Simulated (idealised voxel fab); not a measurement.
process module | voxel transistor to metal
cross-section cut | 210 nm wide | cells 5 nm
A cross-section is a grid of square cells, given in bands from the top down. A band is one or more rows of cells.
Each band's line starts with the height of the band's top and of its bottom, in nm. Then come its materials from left to right, each with its width in nm. One material with "throughout" fills the band from edge to edge. "air" is empty space.
Height 0 is the level under which the wafer as received is all one material. The lowest band goes on downwards, as in "0 down".
A width such as "30 to 40" changes by the same amount from each row of cells to the next, from the band's top row to its bottom row.
"no change" after a step means that no cell of the cross-section changed.
closed voids: empty space of 8 cells or more with no open way to the top, each as width x height at its distance from the left edge, in nm
after a step's settings: what the simulator itself notes on the step
overlay nm, on a step with a mask: how far to the right of its planned place the mask lay; to the left if negative
plan
1 op RECEIVE | material Si
2 op OXIDIZE | depth nm 5
3 op CONFORMAL_DEP | material SiN | thk nm 15
4 op PATTERN | tone cover | mask id ACTIVE | material resist | width nm 115 | thk nm 15 | overlay nm 0
5 op DIRECTIONAL_ETCH | etch materials SiN | depth nm 15
6 op DIRECTIONAL_ETCH | etch materials SiO2 | depth nm 5
7 op DIRECTIONAL_ETCH | etch materials Si | depth nm 30
8 op STRIP | etch materials resist
9 op OXIDIZE | depth nm 5
10 op FILL_DEP | material SiO2 | thk nm 10
11 op CMP | height nm 15
12 op SELECTIVE_ETCH | etch materials SiO2 | depth nm 10
13 op STRIP | etch materials SiN
14 op SELECTIVE_ETCH | etch materials SiO2 | depth nm 5
15 op OXIDIZE | depth nm 5
16 op DIRECTIONAL_DEP | material polySi | thk nm 20
17 op DIRECTIONAL_DEP | material SiCN | thk nm 15
18 op DIRECTIONAL_DEP | material aC | thk nm 10
19 op PATTERN | tone cover | mask id GATE | material resist | width nm 25 | thk nm 25 | overlay nm 0
20 op DIRECTIONAL_ETCH | etch materials aC | depth nm 10
21 op STRIP | etch materials resist
22 op DIRECTIONAL_ETCH | etch materials SiCN | depth nm 25
23 op DIRECTIONAL_ETCH | etch materials polySi | depth nm 30
24 op STRIP | etch materials aC
25 op CONFORMAL_DEP | material SiO2 | thk nm 5
26 op DIRECTIONAL_ETCH | etch materials SiO2 | depth nm 5
27 op CONFORMAL_DEP | material SiN | thk nm 5
28 op DIRECTIONAL_ETCH | etch materials SiN | depth nm 5
29 op DIRECTIONAL_ETCH | etch materials SiO2 | depth nm 5
30 op DIRECTIONAL_ETCH | etch materials Si | depth nm 5
31 op EPI | material SiGe | thk nm 10
32 op FILL_DEP | material SiO2 | thk nm 5
33 op CMP | height nm 30
34 op DIRECTIONAL_DEP | material SiO2 | thk nm 10
35 op DIRECTIONAL_DEP | material aC | thk nm 10
36 op PATTERN | tone open | mask id CONTACT | material resist | width nm 35 | pitch nm 70 | thk nm 30 | overlay nm 0
37 op DIRECTIONAL_ETCH | etch materials aC | depth nm 10
38 op STRIP | etch materials resist
39 op DIRECTIONAL_ETCH | etch materials SiO2 | depth nm 45
40 op STRIP | etch materials aC
41 op CONFORMAL_DEP | material TiN | thk nm 5
42 op FILL_DEP | material Ru | thk nm 5
43 op CMP | height nm 40
44 op DIRECTIONAL_DEP | material TiN | thk nm 5
45 op DIRECTIONAL_DEP | material W | thk nm 15
46 op MASKED_ETCH | tone cover | mask id METAL_1 | width nm 20 | pitch nm 85 | etch materials W | depth nm 15 | overlay nm 0
47 op MASKED_ETCH | tone cover | mask id METAL_1 | width nm 20 | pitch nm 85 | etch materials TiN | depth nm 5 | overlay nm 0
48 op CONFORMAL_DEP | material SiN | thk nm 5
49 op FILL_DEP | material SiO2 | thk nm 10
50 op CMP | height nm 60
51 op CONFORMAL_DEP | material SiCN | thk nm 5
52 op DIRECTIONAL_DEP | material SiO2 | thk nm 25
53 op PATTERN | tone open | mask id METAL_2 | material resist | width nm 20 | pitch nm 85 | thk nm 20 | overlay nm 0
54 op DIRECTIONAL_ETCH | etch materials SiO2 | depth nm 15
55 op STRIP | etch materials resist
56 op PATTERN | tone open | mask id METAL_2_HOLES | material resist | width nm 15 | pitch nm 85 | thk nm 20 | overlay nm 0
57 op DIRECTIONAL_ETCH | etch materials SiO2 | depth nm 10
58 op DIRECTIONAL_ETCH | etch materials SiCN | depth nm 5
59 op STRIP | etch materials resist
60 op CONFORMAL_DEP | material TiN | thk nm 5
61 op FILL_DEP | material Cu | thk nm 5
62 op CMP | height nm 90
63 op CONFORMAL_DEP | material SiN | thk nm 5
first wafer, as planned
as received, after step 1
  0 down: Si throughout
  closed voids: none
after step 2
  0 to -5: SiO2 throughout
  below -5: unchanged
after step 3
  15 to 0: SiN throughout
  below 0: unchanged
after step 4
  30 to 15: air 45 | resist 115 | air 50
  below 15: unchanged
after step 5
  30 to 15: air 45 | resist 115 | air 50
  15 to 0: air 45 | SiN 115 | air 50
  below 0: unchanged
after step 6
  30 to 15: air 45 | resist 115 | air 50
  15 to 0: air 45 | SiN 115 | air 50
  0 to -5: air 45 | SiO2 115 | air 50
  below -5: unchanged
after step 7
  30 to 15: air 45 | resist 115 | air 50
  15 to 0: air 45 | SiN 115 | air 50
  0 to -5: air 45 | SiO2 115 | air 50
  -5 to -35: air 45 | Si 115 | air 50
  below -35: unchanged
after step 8
  15 to 0: air 45 | SiN 115 | air 50
  below 0: unchanged
after step 9
  15 to 0: air 45 | SiN 115 | air 50
  0 to -5: air 45 | SiO2 115 | air 50
  -5 to -35: air 45 | SiO2 5 | Si 105 | SiO2 5 | air 50
  -35 to -40: SiO2 50 | Si 105 | SiO2 55
  below -40: unchanged
after step 10
  25 to 15: SiO2 throughout
  15 to 0: SiO2 45 | SiN 115 | SiO2 50
  0 to -5: SiO2 throughout
  -5 to -40: SiO2 50 | Si 105 | SiO2 55
  below -40: unchanged
after step 11
  15 to 0: SiO2 45 | SiN 115 | SiO2 50
  below 0: unchanged
after step 12
  15 to 5: air 45 | SiN 115 | air 50
  below 5: unchanged
after step 13
  5 to 0: SiO2 45 | air 115 | SiO2 50
  below 0: unchanged
after step 14
  0 to -5: SiO2 40 | air 125 | SiO2 45
  below -5: unchanged
after step 15
  0 to -5: SiO2 40 | air 125 | SiO2 45
  -5 to -10: SiO2 throughout
  below -10: unchanged
after step 16
  20 to 15: polySi 40 | air 125 | polySi 45
  15 to 0: polySi throughout
  0 to -5: SiO2 40 | polySi 125 | SiO2 45
  below -5: unchanged
after step 17
  35 to 30: SiCN 40 | air 125 | SiCN 45
  30 to 20: SiCN throughout
  20 to 15: polySi 40 | SiCN 125 | polySi 45
  below 15: unchanged
after step 18
  45 to 40: aC 40 | air 125 | aC 45
  40 to 35: aC throughout
  35 to 30: SiCN 40 | aC 125 | SiCN 45
  below 30: unchanged
after step 19
  70 to 45: air 90 | resist 25 | air 95
  45 to 40: aC 40 | air 50 | resist 25 | air 50 | aC 45
  below 40: unchanged
after step 20
  60 to 40: air 90 | resist 25 | air 95
  40 to 35: air 90 | aC 25 | air 95
  35 to 30: SiCN 40 | air 50 | aC 25 | air 50 | SiCN 45
  below 30: unchanged
after step 21
  40 to 35: air 90 | aC 25 | air 95
  below 35: unchanged
after step 22
  40 to 30: air 90 | aC 25 | air 95
  30 to 20: air 90 | SiCN 25 | air 95
  20 to 15: polySi 40 | air 50 | SiCN 25 | air 50 | polySi 45
  below 15: unchanged
after step 23
  40 to 30: air 90 | aC 25 | air 95
  30 to 15: air 90 | SiCN 25 | air 95
  15 to 0: air 90 | polySi 25 | air 95
  0 to -5: SiO2 40 | air 50 | polySi 25 | air 50 | SiO2 45
  below -5: unchanged
after step 24
  30 to 15: air 90 | SiCN 25 | air 95
  below 15: unchanged
after step 25
  35 to 30: air 85 | SiO2 35 | air 90
  30 to 15: air 85 | SiO2 5 | SiCN 25 | SiO2 5 | air 90
  15 to 5: air 85 | SiO2 5 | polySi 25 | SiO2 5 | air 90
  5 to 0: SiO2 45 | air 40 | SiO2 5 | polySi 25 | SiO2 5 | air 40 | SiO2 50
  0 to -5: SiO2 90 | polySi 25 | SiO2 95
  below -5: unchanged
after step 26
  30 to 15: air 85 | SiO2 5 | SiCN 25 | SiO2 5 | air 90
  15 to 0: air 85 | SiO2 5 | polySi 25 | SiO2 5 | air 90
  0 to -5: SiO2 45 | air 40 | SiO2 5 | polySi 25 | SiO2 5 | air 40 | SiO2 50
  below -5: unchanged
after step 27
  35 to 30: air 80 | SiN 45 | air 85
  30 to 15: air 80 | SiN 5 | SiO2 5 | SiCN 25 | SiO2 5 | SiN 5 | air 85
  15 to 5: air 80 | SiN 5 | SiO2 5 | polySi 25 | SiO2 5 | SiN 5 | air 85
  5 to 0: SiN 50 | air 30 | SiN 5 | SiO2 5 | polySi 25 | SiO2 5 | SiN 5 | air 30 | SiN 55
  0 to -5: SiO2 45 | SiN 40 | SiO2 5 | polySi 25 | SiO2 5 | SiN 40 | SiO2 50
  below -5: unchanged
after step 28
  30 to 15: air 80 | SiN 5 | SiO2 5 | SiCN 25 | SiO2 5 | SiN 5 | air 85
  15 to 0: air 80 | SiN 5 | SiO2 5 | polySi 25 | SiO2 5 | SiN 5 | air 85
  0 to -5: SiO2 45 | SiN 5 | air 30 | SiN 5 | SiO2 5 | polySi 25 | SiO2 5 | SiN 5 | air 30 | SiN 5 | SiO2 50
  below -5: unchanged
after step 29
  30 to 25: air 80 | SiN 5 | air 5 | SiCN 25 | air 5 | SiN 5 | air 85
  25 to 15: air 80 | SiN 5 | SiO2 5 | SiCN 25 | SiO2 5 | SiN 5 | air 85
  15 to 0: air 80 | SiN 5 | SiO2 5 | polySi 25 | SiO2 5 | SiN 5 | air 85
  0 to -5: air 45 | SiN 5 | air 30 | SiN 5 | SiO2 5 | polySi 25 | SiO2 5 | SiN 5 | air 30 | SiN 5 | air 50
  -5 to -10: SiO2 50 | air 30 | SiO2 45 | air 30 | SiO2 55
  below -10: unchanged
after step 30
  30 to 25: air 80 | SiN 5 | air 5 | SiCN 25 | air 5 | SiN 5 | air 85
  25 to 15: air 80 | SiN 5 | SiO2 5 | SiCN 25 | SiO2 5 | SiN 5 | air 85
  15 to 0: air 80 | SiN 5 | SiO2 5 | polySi 25 | SiO2 5 | SiN 5 | air 85
  0 to -5: air 45 | SiN 5 | air 30 | SiN 5 | SiO2 5 | polySi 25 | SiO2 5 | SiN 5 | air 30 | SiN 5 | air 50
  -5 to -10: SiO2 50 | air 30 | SiO2 45 | air 30 | SiO2 55
  -10 to -15: SiO2 50 | air 30 | Si 45 | air 30 | SiO2 55
  below -15: unchanged
after step 31
  30 to 25: air 80 | SiN 5 | air 5 | SiCN 25 | air 5 | SiN 5 | air 85
  25 to 15: air 80 | SiN 5 | SiO2 5 | SiCN 25 | SiO2 5 | SiN 5 | air 85
  15 to 0: air 80 | SiN 5 | SiO2 5 | polySi 25 | SiO2 5 | SiN 5 | air 85
  0 to -5: air 45 | SiN 5 | air 20 | SiGe 10 | SiN 5 | SiO2 5 | polySi 25 | SiO2 5 | SiN 5 | SiGe 10 | air 20 | SiN 5 | air 50
  -5 to -10: SiO2 50 | SiGe 30 | SiO2 45 | SiGe 30 | SiO2 55
  -10 to -15: SiO2 50 | SiGe 30 | Si 45 | SiGe 30 | SiO2 55
  below -15: unchanged
after step 32
  35 to 30: SiO2 throughout
  30 to 15: SiO2 80 | SiN 5 | SiO2 5 | SiCN 25 | SiO2 5 | SiN 5 | SiO2 85
  15 to 0: SiO2 80 | SiN 5 | SiO2 5 | polySi 25 | SiO2 5 | SiN 5 | SiO2 85
  0 to -5: SiO2 45 | SiN 5 | SiO2 20 | SiGe 10 | SiN 5 | SiO2 5 | polySi 25 | SiO2 5 | SiN 5 | SiGe 10 | SiO2 20 | SiN 5 | SiO2 50
  below -5: unchanged
after step 33
  30 to 15: SiO2 80 | SiN 5 | SiO2 5 | SiCN 25 | SiO2 5 | SiN 5 | SiO2 85
  below 15: unchanged
after step 34
  40 to 30: SiO2 throughout
  below 30: unchanged
after step 35
  50 to 40: aC throughout
  below 40: unchanged
after step 36
  80 to 50: resist 50 | air 35 | resist 35 | air 35 | resist 55
  below 50: unchanged
after step 37
  70 to 50: resist 50 | air 35 | resist 35 | air 35 | resist 55
  50 to 40: aC 50 | air 35 | aC 35 | air 35 | aC 55
  below 40: unchanged
after step 38
  50 to 40: aC 50 | air 35 | aC 35 | air 35 | aC 55
  below 40: unchanged
after step 39
  50 to 40: aC 50 | air 35 | aC 35 | air 35 | aC 55
  40 to 30: SiO2 50 | air 35 | SiO2 35 | air 35 | SiO2 55
  30 to 15: SiO2 50 | air 30 | SiN 5 | SiO2 5 | SiCN 25 | SiO2 5 | SiN 5 | air 30 | SiO2 55
  15 to 0: SiO2 50 | air 30 | SiN 5 | SiO2 5 | polySi 25 | SiO2 5 | SiN 5 | air 30 | SiO2 55
  0 to -5: SiO2 45 | SiN 5 | air 20 | SiGe 10 | SiN 5 | SiO2 5 | polySi 25 | SiO2 5 | SiN 5 | SiGe 10 | air 20 | SiN 5 | SiO2 50
  below -5: unchanged
after step 40
  40 to 30: SiO2 50 | air 35 | SiO2 35 | air 35 | SiO2 55
  below 30: unchanged
after step 41
  45 to 40: TiN 55 | air 25 | TiN 45 | air 25 | TiN 60
  40 to 30: SiO2 50 | TiN 5 | air 25 to 20 | TiN 5 to 10 | SiO2 35 | TiN 5 to 10 | air 25 to 20 | TiN 5 | SiO2 55
  30 to 15: SiO2 50 | TiN 5 | air 20 | TiN 5 | SiN 5 | SiO2 5 | SiCN 25 | SiO2 5 | SiN 5 | TiN 5 | air 20 | TiN 5 | SiO2 55
  15 to 5: SiO2 50 | TiN 5 | air 20 | TiN 5 | SiN 5 | SiO2 5 | polySi 25 | SiO2 5 | SiN 5 | TiN 5 | air 20 | TiN 5 | SiO2 55
  5 to 0: SiO2 50 | TiN 5 | air 10 | TiN 15 | SiN 5 | SiO2 5 | polySi 25 | SiO2 5 | SiN 5 | TiN 15 | air 10 | TiN 5 | SiO2 55
  0 to -5: SiO2 45 | SiN 5 | TiN 20 | SiGe 10 | SiN 5 | SiO2 5 | polySi 25 | SiO2 5 | SiN 5 | SiGe 10 | TiN 20 | SiN 5 | SiO2 50
  below -5: unchanged
after step 42
  50 to 45: Ru throughout
  45 to 40: TiN 55 | Ru 25 | TiN 45 | Ru 25 | TiN 60
  40 to 30: SiO2 50 | TiN 5 | Ru 25 to 20 | TiN 5 to 10 | SiO2 35 | TiN 5 to 10 | Ru 25 to 20 | TiN 5 | SiO2 55
  30 to 15: SiO2 50 | TiN 5 | Ru 20 | TiN 5 | SiN 5 | SiO2 5 | SiCN 25 | SiO2 5 | SiN 5 | TiN 5 | Ru 20 | TiN 5 | SiO2 55
  15 to 5: SiO2 50 | TiN 5 | Ru 20 | TiN 5 | SiN 5 | SiO2 5 | polySi 25 | SiO2 5 | SiN 5 | TiN 5 | Ru 20 | TiN 5 | SiO2 55
  5 to 0: SiO2 50 | TiN 5 | Ru 10 | TiN 15 | SiN 5 | SiO2 5 | polySi 25 | SiO2 5 | SiN 5 | TiN 15 | Ru 10 | TiN 5 | SiO2 55
  below 0: unchanged
after step 43
  40 to 30: SiO2 50 | TiN 5 | Ru 25 to 20 | TiN 5 to 10 | SiO2 35 | TiN 5 to 10 | Ru 25 to 20 | TiN 5 | SiO2 55
  below 30: unchanged
after step 44
  45 to 40: TiN throughout
  below 40: unchanged
after step 45
  60 to 45: W throughout
  below 45: unchanged
after step 46
  60 to 45: air 50 | W 20 | air 65 | W 20 | air 55
  below 45: unchanged
after step 47
  60 to 45: air 50 | W 20 | air 65 | W 20 | air 55
  45 to 40: air 50 | TiN 20 | air 65 | TiN 20 | air 55
  below 40: unchanged
after step 48
  65 to 60: air 45 | SiN 30 | air 55 | SiN 30 | air 50
  60 to 45: air 45 | SiN 5 | W 20 | SiN 5 | air 55 | SiN 5 | W 20 | SiN 5 | air 50
  45 to 40: SiN 50 | TiN 20 | SiN 65 | TiN 20 | SiN 55
  below 40: unchanged
after step 49
  75 to 65: SiO2 throughout
  65 to 60: SiO2 45 | SiN 30 | SiO2 55 | SiN 30 | SiO2 50
  60 to 45: SiO2 45 | SiN 5 | W 20 | SiN 5 | SiO2 55 | SiN 5 | W 20 | SiN 5 | SiO2 50
  below 45: unchanged
after step 50
  60 to 45: SiO2 45 | SiN 5 | W 20 | SiN 5 | SiO2 55 | SiN 5 | W 20 | SiN 5 | SiO2 50
  below 45: unchanged
after step 51
  65 to 60: SiCN throughout
  below 60: unchanged
after step 52
  90 to 65: SiO2 throughout
  below 65: unchanged
after step 53
  110 to 90: resist 50 | air 20 | resist 65 | air 20 | resist 55
  below 90: unchanged
after step 54
  110 to 90: resist 50 | air 20 | resist 65 | air 20 | resist 55
  90 to 75: SiO2 50 | air 20 | SiO2 65 | air 20 | SiO2 55
  below 75: unchanged
after step 55
  90 to 75: SiO2 50 | air 20 | SiO2 65 | air 20 | SiO2 55
  below 75: unchanged
after step 56
  110 to 90: resist 50 | air 15 | resist 70 | air 15 | resist 60
  90 to 75: SiO2 50 | air 15 | resist 5 | SiO2 65 | air 15 | resist 5 | SiO2 55
  below 75: unchanged
after step 57
  110 to 90: resist 50 | air 15 | resist 70 | air 15 | resist 60
  90 to 75: SiO2 50 | air 15 | resist 5 | SiO2 65 | air 15 | resist 5 | SiO2 55
  75 to 65: SiO2 50 | air 15 | SiO2 70 | air 15 | SiO2 60
  below 65: unchanged
after step 58
  110 to 90: resist 50 | air 15 | resist 70 | air 15 | resist 60
  90 to 75: SiO2 50 | air 15 | resist 5 | SiO2 65 | air 15 | resist 5 | SiO2 55
  75 to 65: SiO2 50 | air 15 | SiO2 70 | air 15 | SiO2 60
  65 to 60: SiCN 50 | air 15 | SiCN 70 | air 15 | SiCN 60
  below 60: unchanged
after step 59
  90 to 75: SiO2 50 | air 20 | SiO2 65 | air 20 | SiO2 55
  below 75: unchanged
after step 60
  95 to 90: TiN 55 | air 10 | TiN 75 | air 10 | TiN 60
  90 to 80: SiO2 50 | TiN 5 | air 10 | TiN 5 | SiO2 65 | TiN 5 | air 10 | TiN 5 | SiO2 55
  80 to 75: SiO2 50 | TiN 5 | air 5 | TiN 10 | SiO2 65 | TiN 5 | air 5 | TiN 10 | SiO2 55
  75 to 65: SiO2 50 | TiN 5 | air 5 | TiN 5 | SiO2 70 | TiN 5 | air 5 | TiN 5 | SiO2 60
  65 to 60: SiCN 50 | TiN 15 | SiCN 70 | TiN 15 | SiCN 60
  below 60: unchanged
after step 61
  100 to 95: Cu throughout
  95 to 90: TiN 55 | Cu 10 | TiN 75 | Cu 10 | TiN 60
  90 to 80: SiO2 50 | TiN 5 | Cu 10 | TiN 5 | SiO2 65 | TiN 5 | Cu 10 | TiN 5 | SiO2 55
  80 to 75: SiO2 50 | TiN 5 | Cu 5 | TiN 10 | SiO2 65 | TiN 5 | Cu 5 | TiN 10 | SiO2 55
  75 to 65: SiO2 50 | TiN 5 | Cu 5 | TiN 5 | SiO2 70 | TiN 5 | Cu 5 | TiN 5 | SiO2 60
  below 65: unchanged
after step 62
  90 to 80: SiO2 50 | TiN 5 | Cu 10 | TiN 5 | SiO2 65 | TiN 5 | Cu 10 | TiN 5 | SiO2 55
  below 80: unchanged
after step 63
  95 to 90: SiN throughout
  below 90: unchanged
second wafer: like start, like plan, one mistake. Through step 45 it matches the first wafer
when step 46 should have ended
  60 to 45: W 50 | air 20 | W 65 | air 20 | W 55
  below 45: unchanged
when step 47 should have ended: no change
when step 48 should have ended
  65 to 60: SiN 55 | air 10 | SiN 75 | air 10 | SiN 60
  60 to 50: W 50 | SiN 5 | air 10 | SiN 5 | W 65 | SiN 5 | air 10 | SiN 5 | W 55
  50 to 45: W 50 | SiN 20 | W 65 | SiN 20 | W 55
  below 45: unchanged
when step 49 should have ended
  75 to 65: SiO2 throughout
  65 to 60: SiN 55 | SiO2 10 | SiN 75 | SiO2 10 | SiN 60
  60 to 50: W 50 | SiN 5 | SiO2 10 | SiN 5 | W 65 | SiN 5 | SiO2 10 | SiN 5 | W 55
  below 50: unchanged
when step 50 should have ended
  60 to 50: W 50 | SiN 5 | SiO2 10 | SiN 5 | W 65 | SiN 5 | SiO2 10 | SiN 5 | W 55
  below 50: unchanged
when step 51 should have ended
  65 to 60: SiCN throughout
  below 60: unchanged
when step 52 should have ended
  90 to 65: SiO2 throughout
  below 65: unchanged
when step 53 should have ended
  110 to 90: resist 50 | air 20 | resist 65 | air 20 | resist 55
  below 90: unchanged
when step 54 should have ended
  110 to 90: resist 50 | air 20 | resist 65 | air 20 | resist 55
  90 to 75: SiO2 50 | air 20 | SiO2 65 | air 20 | SiO2 55
  below 75: unchanged
when step 55 should have ended
  90 to 75: SiO2 50 | air 20 | SiO2 65 | air 20 | SiO2 55
  below 75: unchanged
when step 56 should have ended
  110 to 90: resist 50 | air 15 | resist 70 | air 15 | resist 60
  90 to 75: SiO2 50 | air 15 | resist 5 | SiO2 65 | air 15 | resist 5 | SiO2 55
  below 75: unchanged
when step 57 should have ended
  110 to 90: resist 50 | air 15 | resist 70 | air 15 | resist 60
  90 to 75: SiO2 50 | air 15 | resist 5 | SiO2 65 | air 15 | resist 5 | SiO2 55
  75 to 65: SiO2 50 | air 15 | SiO2 70 | air 15 | SiO2 60
  below 65: unchanged
when step 58 should have ended
  110 to 90: resist 50 | air 15 | resist 70 | air 15 | resist 60
  90 to 75: SiO2 50 | air 15 | resist 5 | SiO2 65 | air 15 | resist 5 | SiO2 55
  75 to 65: SiO2 50 | air 15 | SiO2 70 | air 15 | SiO2 60
  65 to 60: SiCN 50 | air 15 | SiCN 70 | air 15 | SiCN 60
  below 60: unchanged
when step 59 should have ended
  90 to 75: SiO2 50 | air 20 | SiO2 65 | air 20 | SiO2 55
  below 75: unchanged
when step 60 should have ended
  95 to 90: TiN 55 | air 10 | TiN 75 | air 10 | TiN 60
  90 to 80: SiO2 50 | TiN 5 | air 10 | TiN 5 | SiO2 65 | TiN 5 | air 10 | TiN 5 | SiO2 55
  80 to 75: SiO2 50 | TiN 5 | air 5 | TiN 10 | SiO2 65 | TiN 5 | air 5 | TiN 10 | SiO2 55
  75 to 65: SiO2 50 | TiN 5 | air 5 | TiN 5 | SiO2 70 | TiN 5 | air 5 | TiN 5 | SiO2 60
  65 to 60: SiCN 50 | TiN 15 | SiCN 70 | TiN 15 | SiCN 60
  below 60: unchanged
when step 61 should have ended
  100 to 95: Cu throughout
  95 to 90: TiN 55 | Cu 10 | TiN 75 | Cu 10 | TiN 60
  90 to 80: SiO2 50 | TiN 5 | Cu 10 | TiN 5 | SiO2 65 | TiN 5 | Cu 10 | TiN 5 | SiO2 55
  80 to 75: SiO2 50 | TiN 5 | Cu 5 | TiN 10 | SiO2 65 | TiN 5 | Cu 5 | TiN 10 | SiO2 55
  75 to 65: SiO2 50 | TiN 5 | Cu 5 | TiN 5 | SiO2 70 | TiN 5 | Cu 5 | TiN 5 | SiO2 60
  below 65: unchanged
when step 62 should have ended
  90 to 80: SiO2 50 | TiN 5 | Cu 10 | TiN 5 | SiO2 65 | TiN 5 | Cu 10 | TiN 5 | SiO2 55
  below 80: unchanged
when step 63 should have ended
  95 to 90: SiN throughout
  below 90: unchanged
what went wrong: step 46 ran as: op MASKED_ETCH | tone open | mask id METAL_1 | width nm 20 | pitch nm 85 | etch materials W | depth nm 15 | overlay nm 0
at the end the second wafer has, in cells: 30 fewer of SiN | 82 fewer of SiO2 | 34 more of TiN | 78 more of W
